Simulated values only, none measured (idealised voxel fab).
process module | voxel ribs on slabs
cross-section cut | 155 nm wide | cells 5 nm
A cross-section is a grid of square cells, given in bands from the top down. A band is one or more rows of cells.
Each band's line starts with the height of the band's top and of its bottom, in nm. Then come its materials from left to right, each with its width in nm. One material with "throughout" fills the band from edge to edge. "air" is empty space.
Height 0 is the level under which the wafer as received is all one material. The lowest band goes on downwards, as in "0 down".
A width such as "30 to 40" changes by the same amount from each row of cells to the next, from the band's top row to its bottom row.
"no change" after a step means that no cell of the cross-section changed.
closed voids: empty space of 8 cells or more with no open way to the top, each as width x height at its distance from the left edge, in nm
after a step's settings: what the simulator itself notes on the step
overlay nm, on a step with a mask: how far to the right of its planned place the mask lay; to the left if negative
plan
1 op RECEIVE | material Si
2 op DIRECTIONAL_DEP | material SiO2 | thk nm 20
3 op DIRECTIONAL_DEP | material SiN | thk nm 20
4 op PATTERN | tone cover | mask id RIB | material resist | width nm 15 | thk nm 15 | overlay nm 0
5 op DIRECTIONAL_ETCH | etch materials SiN | depth nm 10
6 op STRIP | etch materials resist
7 op MASKED_ETCH | tone cover | mask id SLAB | width nm 75 | etch materials SiN | depth nm 10 | overlay nm 0
8 op FILL_DEP | material SiO2 | thk nm 25
9 op CMP | height nm 60
10 op DIRECTIONAL_DEP | material TiN | thk nm 5
11 op PATTERN | tone cover | mask id HEATER | material resist | width nm 25 | thk nm 20 | overlay nm 0
12 op DIRECTIONAL_ETCH | etch materials TiN | depth nm 5
13 op STRIP | etch materials resist
14 op CONFORMAL_DEP | material SiN | thk nm 10
as received, after step 1
  0 down: Si throughout
  closed voids: none
a wafer at the end: this start, this plan, one mistake
  75 to 70: air 55 | SiN 45 | air 55
  70 to 65: SiN throughout
  65 to 60: SiN 65 | TiN 25 | SiN 65
  60 to 20: SiO2 throughout
  20 to 0: SiN throughout
  0 down: Si throughout
  closed voids: none
what went wrong: steps 2 and 3 were swapped
